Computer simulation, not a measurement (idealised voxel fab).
You're looking at the process module voxel transistor to metal.
cross-section cut | 195 nm wide | cells 5 nm
Think of the cross-section as a grid of square cells. We describe it in bands, top to bottom, and each band covers one or more rows of those cells.
The entry gives the band's vertical extent as a top height and a bottom height in nm, then its horizontal make-up as materials from left to right, each with a width in nm. "air" stands for empty space; a single material marked "edge to edge" fills the band edge to edge.
Heights are measured from 0, the level below which the as-received wafer is all one material; the lowest band has no bottom and continues downward, written as in "0 -> down".
When a width is written as two numbers, as in "30 to 40", the first number is the width in the top row of cells of the band and the second is the width in its bottom row, and the width changes by the same amount from each row to the next.
No cell of the cross-section changed in a step that is given as "nothing was modified".
Each empty space that has no open way to the top and spans at least 8 cells appears under "Entrapped voids" as width x height at distance, the distance counted from the left edge, all in nm.
It should be noted that, on the line of a given step, the content following the step's settings is a remark produced by the simulator itself with respect to that step.
overlay nm: on a step with a mask, how far right of its planned place the mask lay; negative means left.
Every pair from here on: before one process step, after it. The after cross-section reaches only to the lowest band that changed. Below the pair: the step in between and its settings. Pairs can belong to different runs of this module on the same starting wafer; a pair carries on from the pair above only if the entry headed "Before the step" says so.

BEFORE THE STEP
    65 -> 50 = aC edge to edge
    50 -> 35 = SiO2 edge to edge
    35 -> 30 = SiCN edge to edge
    30 -> 20 = SiO2: 50  TiN: 5  W: 10  TiN: 5  SiO2: 55  TiN: 5  W: 10  TiN: 5  SiO2: 50
    20 -> 10 = SiO2: 50  TiN: 5  W: 10  TiN: 5  SiN: 10  TiN: 5  W: 25  TiN: 5  SiN: 10  TiN: 5  W: 10  TiN: 5  SiO2: 50
    10 -> 5 = SiO2: 50  TiN: 20  SiN: 10  TiN: 5  W: 25  TiN: 5  SiN: 10  TiN: 20  SiO2: 50
    5 -> 0 = SiO2: 50  TiN: 10  SiGe: 10  SiN: 10  TiN: 5  W: 25  TiN: 5  SiN: 10  SiGe: 10  TiN: 10  SiO2: 50
    0 -> -5 = SiO2: 35  SiGe: 35  SiO2: 10  TiN: 35  SiO2: 10  SiGe: 35  SiO2: 35
    -5 -> -10 = SiO2: 40  SiGe: 30  Si: 55  SiGe: 30  SiO2: 40
    -10 -> -25 = SiO2: 40  Si: 115  SiO2: 40
    -25 -> down = Si edge to edge
    Entrapped voids: none

POST-STEP APPEARANCE
    95 -> 65 = resist: 50  air: 20  resist: 55  air: 20  resist: 50
    Below 65 it's all the same as before, nothing changed down there.
    Entrapped voids: none
The process step bridging the two cross-sections above: PATTERN with tone open, mask id METAL_1, material resist, width nm 20, pitch nm 75, thk nm 30, overlay nm 0

Before the step: no separate figure, the pair right above already shows it after its step.

POST-STEP APPEARANCE
    80 -> 65 = resist: 50  air: 20  resist: 55  air: 20  resist: 50
    65 -> 50 = aC: 50  air: 20  aC: 55  air: 20  aC: 50
    Below 50 it's all the same as before, nothing changed down there.
    Entrapped voids: none
The process step bridging the two cross-sections above: DIRECTIONAL_ETCH with etch materials aC, depth nm 15

Before the step: no separate figure, the pair right above already shows it after its step.

POST-STEP APPEARANCE
    65 -> 50 = aC: 50  air: 20  aC: 55  air: 20  aC: 50
    Below 50 it's all the same as before, nothing changed down there.
    Entrapped voids: none
The process step bridging the two cross-sections above: STRIP with etch materials resist

Before the step: no separate figure, the pair right above already shows it after its step.

POST-STEP APPEARANCE
    65 -> 50 = aC: 50  air: 20  aC: 55  air: 20  aC: 50
    50 -> 35 = SiO2: 50  air: 20  SiO2: 55  air: 20  SiO2: 50
    Below 35 it's all the same as before, nothing changed down there.
    Entrapped voids: none
The process step bridging the two cross-sections above: DIRECTIONAL_ETCH with etch materials SiO2, depth nm 15

Before the step: no separate figure, the pair right above already shows it after its step.

POST-STEP APPEARANCE
    65 -> 50 = aC: 50  air: 20  aC: 55  air: 20  aC: 50
    50 -> 35 = SiO2: 50  air: 20  SiO2: 55  air: 20  SiO2: 50
    35 -> 30 = SiCN: 50  air: 20  SiCN: 55  air: 20  SiCN: 50
    Below 30 it's all the same as before, nothing changed down there.
    Entrapped voids: none
The process step bridging the two cross-sections above: DIRECTIONAL_ETCH with etch materials SiCN, depth nm 5

Before the step: no separate figure, the pair right above already shows it after its step.

POST-STEP APPEARANCE
    50 -> 35 = SiO2: 50  air: 20  SiO2: 55  air: 20  SiO2: 50
    Below 35 it's all the same as before, nothing changed down there.
    Entrapped voids: none
The process step bridging the two cross-sections above: STRIP with etch materials aC

Before the step: no separate figure, the pair right above already shows it after its step.

POST-STEP APPEARANCE
    55 -> 50 = TiN: 55  air: 10  TiN: 65  air: 10  TiN: 55
    50 -> 35 = SiO2: 50  TiN: 5  air: 10  TiN: 5  SiO2: 55  TiN: 5  air: 10  TiN: 5  SiO2: 50
    35 -> 30 = SiCN: 50  TiN: 20  SiCN: 55  TiN: 20  SiCN: 50
    Below 30 it's all the same as before, nothing changed down there.
    Entrapped voids: none
The process step bridging the two cross-sections above: CONFORMAL_DEP with material TiN, thk nm 5

Before the step: no separate figure, the pair right above already shows it after its step.

POST-STEP APPEARANCE
    60 -> 55 = Ru edge to edge
    55 -> 50 = TiN: 55  Ru: 10  TiN: 65  Ru: 10  TiN: 55
    50 -> 35 = SiO2: 50  TiN: 5  Ru: 10  TiN: 5  SiO2: 55  TiN: 5  Ru: 10  TiN: 5  SiO2: 50
    Below 35 it's all the same as before, nothing changed down there.
    Entrapped voids: none
The process step bridging the two cross-sections above: FILL_DEP with material Ru, thk nm 5

Before the step: no separate figure, the pair right above already shows it after its step.

POST-STEP APPEARANCE
    50 -> 35 = SiO2: 50  TiN: 5  Ru: 10  TiN: 5  SiO2: 55  TiN: 5  Ru: 10  TiN: 5  SiO2: 50
    Below 35 it's all the same as before, nothing changed down there.
    Entrapped voids: none
The process step bridging the two cross-sections above: CMP with height nm 50

Before the step: no separate figure, the pair right above already shows it after its step.

POST-STEP APPEARANCE
    55 -> 50 = SiN edge to edge
    Below 50 it's all the same as before, nothing changed down there.
    Entrapped voids: none
The process step bridging the two cross-sections above: CONFORMAL_DEP with material SiN, thk nm 5

BEFORE THE STEP
    25 -> 15 = air: 40  aC: 115  air: 40
    15 -> 5 = air: 40  SiN: 115  air: 40
    5 -> 0 = air: 40  SiO2: 115  air: 40
    0 -> -25 = air: 40  Si: 115  air: 40
    -25 -> down = Si edge to edge
    Entrapped voids: none

POST-STEP APPEARANCE
    25 -> 15 = air: 40  aC: 115  air: 40
    15 -> 5 = air: 40  SiN: 115  air: 40
    5 -> 0 = air: 40  SiO2: 115  air: 40
    0 -> -50 = air: 40  Si: 115  air: 40
    Below -50 it's all the same as before, nothing changed down there.
    Entrapped voids: none
The process step bridging the two cross-sections above: DIRECTIONAL_ETCH with etch materials Si, depth nm 25

Before the step: no separate figure, the pair right above already shows it after its step.

POST-STEP APPEARANCE
    15 -> 5 = air: 40  SiN: 115  air: 40
    Below 5 it's all the same as before, nothing changed down there.
    Entrapped voids: none
The process step bridging the two cross-sections above: STRIP with etch materials aC

Before the step: no separate figure, the pair right above already shows it after its step.

POST-STEP APPEARANCE
    20 -> 15 = SiO2 edge to edge
    15 -> 5 = SiO2: 40  SiN: 115  SiO2: 40
    5 -> 0 = SiO2 edge to edge
    0 -> -50 = SiO2: 40  Si: 115  SiO2: 40
    Below -50 it's all the same as before, nothing changed down there.
    Entrapped voids: none
The process step bridging the two cross-sections above: FILL_DEP with material SiO2, thk nm 5

Before the step: no separate figure, the pair right above already shows it after its step.

POST-STEP APPEARANCE
    15 -> 5 = SiO2: 40  SiN: 115  SiO2: 40
    Below 5 it's all the same as before, nothing changed down there.
    Entrapped voids: none
The process step bridging the two cross-sections above: CMP with height nm 15

Before the step: no separate figure, the pair right above already shows it after its step.

POST-STEP APPEARANCE
    15 -> 5 = air: 40  SiN: 115  air: 40
    Below 5 it's all the same as before, nothing changed down there.
    Entrapped voids: none
The process step bridging the two cross-sections above: SELECTIVE_ETCH with etch materials SiO2, depth nm 10

Before the step: no separate figure, the pair right above already shows it after its step.

POST-STEP APPEARANCE
    5 -> 0 = SiO2 edge to edge
    Below 0 it's all the same as before, nothing changed down there.
    Entrapped voids: none
The process step bridging the two cross-sections above: STRIP with etch materials SiN

Before the step: no separate figure, the pair right above already shows it after its step.

POST-STEP APPEARANCE
    0 -> -50 = SiO2: 40  Si: 115  SiO2: 40
    Below -50 it's all the same as before, nothing changed down there.
    Entrapped voids: none
The process step bridging the two cross-sections above: SELECTIVE_ETCH with etch materials SiO2, depth nm 5

Before the step: no separate figure, the pair right above already shows it after its step.

POST-STEP APPEARANCE
    0 -> -5 = SiO2 edge to edge
    Below -5 it's all the same as before, nothing changed down there.
    Entrapped voids: none
The process step bridging the two cross-sections above: OXIDIZE with depth nm 5

Before the step: no separate figure, the pair right above already shows it after its step.

POST-STEP APPEARANCE
    25 -> 0 = polySi edge to edge
    Below 0 it's all the same as before, nothing changed down there.
    Entrapped voids: none
The process step bridging the two cross-sections above: DIRECTIONAL_DEP with material polySi, thk nm 25

Before the step: no separate figure, the pair right above already shows it after its step.

POST-STEP APPEARANCE
    40 -> 25 = SiCN edge to edge
    Below 25 it's all the same as before, nothing changed down there.
    Entrapped voids: none
The process step bridging the two cross-sections above: DIRECTIONAL_DEP with material SiCN, thk nm 15

Before the step: no separate figure, the pair right above already shows it after its step.

POST-STEP APPEARANCE
    40 -> 25 = air: 85  SiCN: 25  air: 85
    Below 25 it's all the same as before, nothing changed down there.
    Entrapped voids: none
The process step bridging the two cross-sections above: MASKED_ETCH with tone cover, mask id GATE, width nm 25, etch materials SiCN, depth nm 25, overlay nm 0

Before the step: no separate figure, the pair right above already shows it after its step.

POST-STEP APPEARANCE
    40 -> 25 = air: 85  SiCN: 25  air: 85
    25 -> 0 = air: 85  polySi: 25  air: 85
    Below 0 it's all the same as before, nothing changed down there.
    Entrapped voids: none
The process step bridging the two cross-sections above: MASKED_ETCH with tone cover, mask id GATE, width nm 25, etch materials polySi, depth nm 35, overlay nm 0

Before the step: no separate figure, the pair right above already shows it after its step.

POST-STEP APPEARANCE
    45 -> 40 = air: 80  SiO2: 35  air: 80
    40 -> 25 = air: 80  SiO2: 5  SiCN: 25  SiO2: 5  air: 80
    25 -> 5 = air: 80  SiO2: 5  polySi: 25  SiO2: 5  air: 80
    5 -> 0 = SiO2: 85  polySi: 25  SiO2: 85
    Below 0 it's all the same as before, nothing changed down there.
    Entrapped voids: none
The process step bridging the two cross-sections above: CONFORMAL_DEP with material SiO2, thk nm 5

Before the step: no separate figure, the pair right above already shows it after its step.

POST-STEP APPEARANCE
    40 -> 25 = air: 80  SiO2: 5  SiCN: 25  SiO2: 5  air: 80
    25 -> 0 = air: 80  SiO2: 5  polySi: 25  SiO2: 5  air: 80
    Below 0 it's all the same as before, nothing changed down there.
    Entrapped voids: none
The process step bridging the two cross-sections above: DIRECTIONAL_ETCH with etch materials SiO2, depth nm 5

Before the step: no separate figure, the pair right above already shows it after its step.

POST-STEP APPEARANCE
    50 -> 40 = air: 70  SiN: 55  air: 70
    40 -> 25 = air: 70  SiN: 10  SiO2: 5  SiCN: 25  SiO2: 5  SiN: 10  air: 70
    25 -> 10 = air: 70  SiN: 10  SiO2: 5  polySi: 25  SiO2: 5  SiN: 10  air: 70
    10 -> 0 = SiN: 80  SiO2: 5  polySi: 25  SiO2: 5  SiN: 80
    Below 0 it's all the same as before, nothing changed down there.
    Entrapped voids: none
The process step bridging the two cross-sections above: CONFORMAL_DEP with material SiN, thk nm 10

Before the step: no separate figure, the pair right above already shows it after its step.

POST-STEP APPEARANCE
    40 -> 25 = air: 70  SiN: 10  SiO2: 5  SiCN: 25  SiO2: 5  SiN: 10  air: 70
    25 -> 0 = air: 70  SiN: 10  SiO2: 5  polySi: 25  SiO2: 5  SiN: 10  air: 70
    Below 0 it's all the same as before, nothing changed down there.
    Entrapped voids: none
The process step bridging the two cross-sections above: DIRECTIONAL_ETCH with etch materials SiN, depth nm 10

Before the step: no separate figure, the pair right above already shows it after its step.

POST-STEP APPEARANCE
    40 -> 35 = air: 70  SiN: 10  air: 5  SiCN: 25  air: 5  SiN: 10  air: 70
    35 -> 25 = air: 70  SiN: 10  SiO2: 5  SiCN: 25  SiO2: 5  SiN: 10  air: 70
    25 -> 0 = air: 70  SiN: 10  SiO2: 5  polySi: 25  SiO2: 5  SiN: 10  air: 70
    0 -> -5 = air: 70  SiO2: 55  air: 70
    Below -5 it's all the same as before, nothing changed down there.
    Entrapped voids: none
The process step bridging the two cross-sections above: DIRECTIONAL_ETCH with etch materials SiO2, depth nm 5

Before the step: no separate figure, the pair right above already shows it after its step.

POST-STEP APPEARANCE
    40 -> 35 = air: 70  SiN: 10  air: 5  SiCN: 25  air: 5  SiN: 10  air: 70
    35 -> 25 = air: 70  SiN: 10  SiO2: 5  SiCN: 25  SiO2: 5  SiN: 10  air: 70
    25 -> 0 = air: 70  SiN: 10  SiO2: 5  polySi: 25  SiO2: 5  SiN: 10  air: 70
    0 -> -5 = air: 70  SiO2: 55  air: 70
    -5 -> -10 = SiO2: 40  air: 30  Si: 55  air: 30  SiO2: 40
    Below -10 it's all the same as before, nothing changed down there.
    Entrapped voids: none
The process step bridging the two cross-sections above: DIRECTIONAL_ETCH with etch materials Si, depth nm 5

Before the step: no separate figure, the pair right above already shows it after its step.

POST-STEP APPEARANCE
    40 -> 35 = air: 70  SiN: 10  air: 5  SiCN: 25  air: 5  SiN: 10  air: 70
    35 -> 25 = air: 70  SiN: 10  SiO2: 5  SiCN: 25  SiO2: 5  SiN: 10  air: 70
    25 -> 5 = air: 70  SiN: 10  SiO2: 5  polySi: 25  SiO2: 5  SiN: 10  air: 70
    5 -> 0 = air: 60  SiGe: 10  SiN: 10  SiO2: 5  polySi: 25  SiO2: 5  SiN: 10  SiGe: 10  air: 60
    0 -> -5 = air: 35  SiGe: 35  SiO2: 55  SiGe: 35  air: 35
    -5 -> -10 = SiO2: 40  SiGe: 30  Si: 55  SiGe: 30  SiO2: 40
    Below -10 it's all the same as before, nothing changed down there.
    Entrapped voids: none
The process step bridging the two cross-sections above: EPI with material SiGe, thk nm 10

Before the step: no separate figure, the pair right above already shows it after its step.

POST-STEP APPEARANCE
    45 -> 40 = SiO2 edge to edge
    40 -> 25 = SiO2: 70  SiN: 10  SiO2: 5  SiCN: 25  SiO2: 5  SiN: 10  SiO2: 70
    25 -> 5 = SiO2: 70  SiN: 10  SiO2: 5  polySi: 25  SiO2: 5  SiN: 10  SiO2: 70
    5 -> 0 = SiO2: 60  SiGe: 10  SiN: 10  SiO2: 5  polySi: 25  SiO2: 5  SiN: 10  SiGe: 10  SiO2: 60
    0 -> -5 = SiO2: 35  SiGe: 35  SiO2: 55  SiGe: 35  SiO2: 35
    Below -5 it's all the same as before, nothing changed down there.
    Entrapped voids: none
The process step bridging the two cross-sections above: FILL_DEP with material SiO2, thk nm 5

Before the step: no separate figure, the pair right above already shows it after its step.

POST-STEP APPEARANCE
    25 -> 5 = SiO2: 70  SiN: 10  SiO2: 5  polySi: 25  SiO2: 5  SiN: 10  SiO2: 70
    Below 5 it's all the same as before, nothing changed down there.
    Entrapped voids: none
The process step bridging the two cross-sections above: CMP with height nm 25

Before the step: no separate figure, the pair right above already shows it after its step.

POST-STEP APPEARANCE
    25 -> 5 = SiO2: 70  SiN: 10  SiO2: 5  air: 25  SiO2: 5  SiN: 10  SiO2: 70
    5 -> 0 = SiO2: 60  SiGe: 10  SiN: 10  SiO2: 5  air: 25  SiO2: 5  SiN: 10  SiGe: 10  SiO2: 60
    Below 0 it's all the same as before, nothing changed down there.
    Entrapped voids: none
The process step bridging the two cross-sections above: STRIP with etch materials polySi

Before the step: no separate figure, the pair right above already shows it after its step.

POST-STEP APPEARANCE
    25 -> 20 = air: 70  SiN: 10  air: 35  SiN: 10  air: 70
    20 -> 5 = SiO2: 70  SiN: 10  air: 35  SiN: 10  SiO2: 70
    5 -> 0 = SiO2: 60  SiGe: 10  SiN: 10  air: 35  SiN: 10  SiGe: 10  SiO2: 60
    0 -> -5 = SiO2: 35  SiGe: 35  SiO2: 10  air: 35  SiO2: 10  SiGe: 35  SiO2: 35
    Below -5 it's all the same as before, nothing changed down there.
    Entrapped voids: none
The process step bridging the two cross-sections above: SELECTIVE_ETCH with etch materials SiO2, depth nm 5

Before the step: no separate figure, the pair right above already shows it after its step.

POST-STEP APPEARANCE
    30 -> 25 = air: 65  HfO2: 20  air: 25  HfO2: 20  air: 65
    25 -> 20 = HfO2: 70  SiN: 10  HfO2: 5  air: 25  HfO2: 5  SiN: 10  HfO2: 70
    20 -> 5 = SiO2: 70  SiN: 10  HfO2: 5  air: 25  HfO2: 5  SiN: 10  SiO2: 70
    5 -> 0 = SiO2: 60  SiGe: 10  SiN: 10  HfO2: 5  air: 25  HfO2: 5  SiN: 10  SiGe: 10  SiO2: 60
    0 -> -5 = SiO2: 35  SiGe: 35  SiO2: 10  HfO2: 35  SiO2: 10  SiGe: 35  SiO2: 35
    Below -5 it's all the same as before, nothing changed down there.
    Entrapped voids: none
The process step bridging the two cross-sections above: CONFORMAL_DEP with material HfO2, thk nm 5

Before the step: no separate figure, the pair right above already shows it after its step.

POST-STEP APPEARANCE
    35 -> 30 = air: 60  TiN: 30  air: 15  TiN: 30  air: 60
    30 -> 25 = TiN: 65  HfO2: 20  TiN: 5  air: 15  TiN: 5  HfO2: 20  TiN: 65
    25 -> 20 = HfO2: 70  SiN: 10  HfO2: 5  TiN: 5  air: 15  TiN: 5  HfO2: 5  SiN: 10  HfO2: 70
    20 -> 5 = SiO2: 70  SiN: 10  HfO2: 5  TiN: 5  air: 15  TiN: 5  HfO2: 5  SiN: 10  SiO2: 70
    5 -> 0 = SiO2: 60  SiGe: 10  SiN: 10  HfO2: 5  TiN: 25  HfO2: 5  SiN: 10  SiGe: 10  SiO2: 60
    Below 0 it's all the same as before, nothing changed down there.
    Entrapped voids: none
The process step bridging the two cross-sections above: CONFORMAL_DEP with material TiN, thk nm 5

Before the step: no separate figure, the pair right above already shows it after its step.

POST-STEP APPEARANCE
    40 -> 35 = W edge to edge
    35 -> 30 = W: 60  TiN: 30  W: 15  TiN: 30  W: 60
    30 -> 25 = TiN: 65  HfO2: 20  TiN: 5  W: 15  TiN: 5  HfO2: 20  TiN: 65
    25 -> 20 = HfO2: 70  SiN: 10  HfO2: 5  TiN: 5  W: 15  TiN: 5  HfO2: 5  SiN: 10  HfO2: 70
    20 -> 5 = SiO2: 70  SiN: 10  HfO2: 5  TiN: 5  W: 15  TiN: 5  HfO2: 5  SiN: 10  SiO2: 70
    Below 5 it's all the same as before, nothing changed down there.
    Entrapped voids: none
The process step bridging the two cross-sections above: FILL_DEP with material W, thk nm 5

Before the step: no separate figure, the pair right above already shows it after its step.

POST-STEP APPEARANCE
    20 -> 5 = SiO2: 70  SiN: 10  HfO2: 5  TiN: 5  W: 15  TiN: 5  HfO2: 5  SiN: 10  SiO2: 70
    Below 5 it's all the same as before, nothing changed down there.
    Entrapped voids: none
The process step bridging the two cross-sections above: CMP with height nm 20

Before the step: no separate figure, the pair right above already shows it after its step.

POST-STEP APPEARANCE
    30 -> 20 = SiO2 edge to edge
    Below 20 it's all the same as before, nothing changed down there.
    Entrapped voids: none
The process step bridging the two cross-sections above: DIRECTIONAL_DEP with material SiO2, thk nm 10

Before the step: no separate figure, the pair right above already shows it after its step.

POST-STEP APPEARANCE
    30 -> 20 = SiO2: 50  air: 20  SiO2: 55  air: 20  SiO2: 50
    20 -> 5 = SiO2: 50  air: 20  SiN: 10  HfO2: 5  TiN: 5  W: 15  TiN: 5  HfO2: 5  SiN: 10  air: 20  SiO2: 50
    5 -> 0 = SiO2: 50  air: 10  SiGe: 10  SiN: 10  HfO2: 5  TiN: 25  HfO2: 5  SiN: 10  SiGe: 10  air: 10  SiO2: 50
    Below 0 it's all the same as before, nothing changed down there.
    Entrapped voids: none
The process step bridging the two cross-sections above: MASKED_ETCH with tone open, mask id CONTACT, width nm 20, pitch nm 75, etch materials SiO2, depth nm 30, overlay nm 0

Before the step: no separate figure, the pair right above already shows it after its step.

POST-STEP APPEARANCE
    35 -> 30 = TiN: 55  air: 10  TiN: 65  air: 10  TiN: 55
    30 -> 20 = SiO2: 50  TiN: 5  air: 10  TiN: 5  SiO2: 55  TiN: 5  air: 10  TiN: 5  SiO2: 50
    20 -> 10 = SiO2: 50  TiN: 5  air: 10  TiN: 5  SiN: 10  HfO2: 5  TiN: 5  W: 15  TiN: 5  HfO2: 5  SiN: 10  TiN: 5  air: 10  TiN: 5  SiO2: 50
    10 -> 5 = SiO2: 50  TiN: 20  SiN: 10  HfO2: 5  TiN: 5  W: 15  TiN: 5  HfO2: 5  SiN: 10  TiN: 20  SiO2: 50
    5 -> 0 = SiO2: 50  TiN: 10  SiGe: 10  SiN: 10  HfO2: 5  TiN: 25  HfO2: 5  SiN: 10  SiGe: 10  TiN: 10  SiO2: 50
    Below 0 it's all the same as before, nothing changed down there.
    Entrapped voids: none
The process step bridging the two cross-sections above: CONFORMAL_DEP with material TiN, thk nm 5

Before the step: no separate figure, the pair right above already shows it after its step.

POST-STEP APPEARANCE
    40 -> 35 = W edge to edge
    35 -> 30 = TiN: 55  W: 10  TiN: 65  W: 10  TiN: 55
    30 -> 20 = SiO2: 50  TiN: 5  W: 10  TiN: 5  SiO2: 55  TiN: 5  W: 10  TiN: 5  SiO2: 50
    20 -> 10 = SiO2: 50  TiN: 5  W: 10  TiN: 5  SiN: 10  HfO2: 5  TiN: 5  W: 15  TiN: 5  HfO2: 5  SiN: 10  TiN: 5  W: 10  TiN: 5  SiO2: 50
    Below 10 it's all the same as before, nothing changed down there.
    Entrapped voids: none
The process step bridging the two cross-sections above: FILL_DEP with material W, thk nm 5

Before the step: no separate figure, the pair right above already shows it after its step.

POST-STEP APPEARANCE
    30 -> 20 = SiO2: 50  TiN: 5  W: 10  TiN: 5  SiO2: 55  TiN: 5  W: 10  TiN: 5  SiO2: 50
    Below 20 it's all the same as before, nothing changed down there.
    Entrapped voids: none
The process step bridging the two cross-sections above: CMP with height nm 30

Before the step: no separate figure, the pair right above already shows it after its step.

POST-STEP APPEARANCE
    35 -> 30 = SiCN edge to edge
    Below 30 it's all the same as before, nothing changed down there.
    Entrapped voids: none
The process step bridging the two cross-sections above: CONFORMAL_DEP with material SiCN, thk nm 5

Before the step: no separate figure, the pair right above already shows it after its step.

POST-STEP APPEARANCE
    50 -> 35 = SiO2 edge to edge
    Below 35 it's all the same as before, nothing changed down there.
    Entrapped voids: none
The process step bridging the two cross-sections above: DIRECTIONAL_DEP with material SiO2, thk nm 15

Before the step: no separate figure, the pair right above already shows it after its step.

POST-STEP APPEARANCE
    65 -> 50 = aC edge to edge
    Below 50 it's all the same as before, nothing changed down there.
    Entrapped voids: none
The process step bridging the two cross-sections above: DIRECTIONAL_DEP with material aC, thk nm 15

Before the step: no separate figure, the pair right above already shows it after its step.

POST-STEP APPEARANCE
    95 -> 65 = resist: 50  air: 20  resist: 55  air: 20  resist: 50
    Below 65 it's all the same as before, nothing changed down there.
    Entrapped voids: none
The process step bridging the two cross-sections above: PATTERN with tone open, mask id METAL_1, material resist, width nm 20, pitch nm 75, thk nm 30, overlay nm 0

Before the step: no separate figure, the pair right above already shows it after its step.

POST-STEP APPEARANCE
    80 -> 65 = resist: 50  air: 20  resist: 55  air: 20  resist: 50
    65 -> 50 = aC: 50  air: 20  aC: 55  air: 20  aC: 50
    Below 50 it's all the same as before, nothing changed down there.
    Entrapped voids: none
The process step bridging the two cross-sections above: DIRECTIONAL_ETCH with etch materials aC, depth nm 15

Before the step: no separate figure, the pair right above already shows it after its step.

POST-STEP APPEARANCE
    65 -> 50 = aC: 50  air: 20  aC: 55  air: 20  aC: 50
    Below 50 it's all the same as before, nothing changed down there.
    Entrapped voids: none
The process step bridging the two cross-sections above: STRIP with etch materials resist

Before the step: no separate figure, the pair right above already shows it after its step.

POST-STEP APPEARANCE
    65 -> 50 = aC: 50  air: 20  aC: 55  air: 20  aC: 50
    50 -> 35 = SiO2: 50  air: 20  SiO2: 55  air: 20  SiO2: 50
    Below 35 it's all the same as before, nothing changed down there.
    Entrapped voids: none
The process step bridging the two cross-sections above: DIRECTIONAL_ETCH with etch materials SiO2, depth nm 15

Before the step: no separate figure, the pair right above already shows it after its step.

POST-STEP APPEARANCE
    65 -> 50 = aC: 50  air: 20  aC: 55  air: 20  aC: 50
    50 -> 35 = SiO2: 50  air: 20  SiO2: 55  air: 20  SiO2: 50
    35 -> 30 = SiCN: 50  air: 20  SiCN: 55  air: 20  SiCN: 50
    Below 30 it's all the same as before, nothing changed down there.
    Entrapped voids: none
The process step bridging the two cross-sections above: DIRECTIONAL_ETCH with etch materials SiCN, depth nm 5

Before the step: no separate figure, the pair right above already shows it after its step.

POST-STEP APPEARANCE
    50 -> 35 = SiO2: 50  air: 20  SiO2: 55  air: 20  SiO2: 50
    Below 35 it's all the same as before, nothing changed down there.
    Entrapped voids: none
The process step bridging the two cross-sections above: STRIP with etch materials aC

Before the step: no separate figure, the pair right above already shows it after its step.

POST-STEP APPEARANCE
    55 -> 50 = TiN: 55  air: 10  TiN: 65  air: 10  TiN: 55
    50 -> 35 = SiO2: 50  TiN: 5  air: 10  TiN: 5  SiO2: 55  TiN: 5  air: 10  TiN: 5  SiO2: 50
    35 -> 30 = SiCN: 50  TiN: 20  SiCN: 55  TiN: 20  SiCN: 50
    Below 30 it's all the same as before, nothing changed down there.
    Entrapped voids: none
The process step bridging the two cross-sections above: CONFORMAL_DEP with material TiN, thk nm 5

Before the step: no separate figure, the pair right above already shows it after its step.

POST-STEP APPEARANCE
    60 -> 55 = Ru edge to edge
    55 -> 50 = TiN: 55  Ru: 10  TiN: 65  Ru: 10  TiN: 55
    50 -> 35 = SiO2: 50  TiN: 5  Ru: 10  TiN: 5  SiO2: 55  TiN: 5  Ru: 10  TiN: 5  SiO2: 50
    Below 35 it's all the same as before, nothing changed down there.
    Entrapped voids: none
The process step bridging the two cross-sections above: FILL_DEP with material Ru, thk nm 5

Before the step: no separate figure, the pair right above already shows it after its step.

POST-STEP APPEARANCE
    50 -> 35 = SiO2: 50  TiN: 5  Ru: 10  TiN: 5  SiO2: 55  TiN: 5  Ru: 10  TiN: 5  SiO2: 50
    Below 35 it's all the same as before, nothing changed down there.
    Entrapped voids: none
The process step bridging the two cross-sections above: CMP with height nm 50

Before the step: no separate figure, the pair right above already shows it after its step.

POST-STEP APPEARANCE
    55 -> 50 = SiN edge to edge
    Below 50 it's all the same as before, nothing changed down there.
    Entrapped voids: none
The process step bridging the two cross-sections above: CONFORMAL_DEP with material SiN, thk nm 5

BEFORE THE STEP
    30 -> 25 = air: 65  TiN: 20  air: 25  TiN: 20  air: 65
    25 -> 20 = TiN: 70  SiN: 10  TiN: 5  air: 25  TiN: 5  SiN: 10  TiN: 70
    20 -> 5 = SiO2: 70  SiN: 10  TiN: 5  air: 25  TiN: 5  SiN: 10  SiO2: 70
    5 -> 0 = SiO2: 60  SiGe: 10  SiN: 10  TiN: 5  air: 25  TiN: 5  SiN: 10  SiGe: 10  SiO2: 60
    0 -> -5 = SiO2: 35  SiGe: 35  SiO2: 10  TiN: 35  SiO2: 10  SiGe: 35  SiO2: 35
    -5 -> -10 = SiO2: 40  SiGe: 30  Si: 55  SiGe: 30  SiO2: 40
    -10 -> -25 = SiO2: 40  Si: 115  SiO2: 40
    -25 -> down = Si edge to edge
    Entrapped voids: none

POST-STEP APPEARANCE
    35 -> 30 = air: 60  HfO2: 30  air: 15  HfO2: 30  air: 60
    30 -> 25 = HfO2: 65  TiN: 20  HfO2: 5  air: 15  HfO2: 5  TiN: 20  HfO2: 65
    25 -> 20 = TiN: 70  SiN: 10  TiN: 5  HfO2: 5  air: 15  HfO2: 5  TiN: 5  SiN: 10  TiN: 70
    20 -> 5 = SiO2: 70  SiN: 10  TiN: 5  HfO2: 5  air: 15  HfO2: 5  TiN: 5  SiN: 10  SiO2: 70
    5 -> 0 = SiO2: 60  SiGe: 10  SiN: 10  TiN: 5  HfO2: 25  TiN: 5  SiN: 10  SiGe: 10  SiO2: 60
    Below 0 it's all the same as before, nothing changed down there.
    Entrapped voids: none
The process step bridging the two cross-sections above: CONFORMAL_DEP with material HfO2, thk nm 5

Before the step: no separate figure, the pair right above already shows it after its step.

POST-STEP APPEARANCE
    40 -> 35 = W edge to edge
    35 -> 30 = W: 60  HfO2: 30  W: 15  HfO2: 30  W: 60
    30 -> 25 = HfO2: 65  TiN: 20  HfO2: 5  W: 15  HfO2: 5  TiN: 20  HfO2: 65
    25 -> 20 = TiN: 70  SiN: 10  TiN: 5  HfO2: 5  W: 15  HfO2: 5  TiN: 5  SiN: 10  TiN: 70
    20 -> 5 = SiO2: 70  SiN: 10  TiN: 5  HfO2: 5  W: 15  HfO2: 5  TiN: 5  SiN: 10  SiO2: 70
    Below 5 it's all the same as before, nothing changed down there.
    Entrapped voids: none
The process step bridging the two cross-sections above: FILL_DEP with material W, thk nm 5

Before the step: no separate figure, the pair right above already shows it after its step.

POST-STEP APPEARANCE
    20 -> 5 = SiO2: 70  SiN: 10  TiN: 5  HfO2: 5  W: 15  HfO2: 5  TiN: 5  SiN: 10  SiO2: 70
    Below 5 it's all the same as before, nothing changed down there.
    Entrapped voids: none
The process step bridging the two cross-sections above: CMP with height nm 20

Before the step: no separate figure, the pair right above already shows it after its step.

POST-STEP APPEARANCE
    30 -> 20 = SiO2 edge to edge
    Below 20 it's all the same as before, nothing changed down there.
    Entrapped voids: none
The process step bridging the two cross-sections above: DIRECTIONAL_DEP with material SiO2, thk nm 10

Before the step: no separate figure, the pair right above already shows it after its step.

POST-STEP APPEARANCE
    30 -> 20 = SiO2: 50  air: 20  SiO2: 55  air: 20  SiO2: 50
    20 -> 5 = SiO2: 50  air: 20  SiN: 10  TiN: 5  HfO2: 5  W: 15  HfO2: 5  TiN: 5  SiN: 10  air: 20  SiO2: 50
    5 -> 0 = SiO2: 50  air: 10  SiGe: 10  SiN: 10  TiN: 5  HfO2: 25  TiN: 5  SiN: 10  SiGe: 10  air: 10  SiO2: 50
    Below 0 it's all the same as before, nothing changed down there.
    Entrapped voids: none
The process step bridging the two cross-sections above: MASKED_ETCH with tone open, mask id CONTACT, width nm 20, pitch nm 75, etch materials SiO2, depth nm 30, overlay nm 0
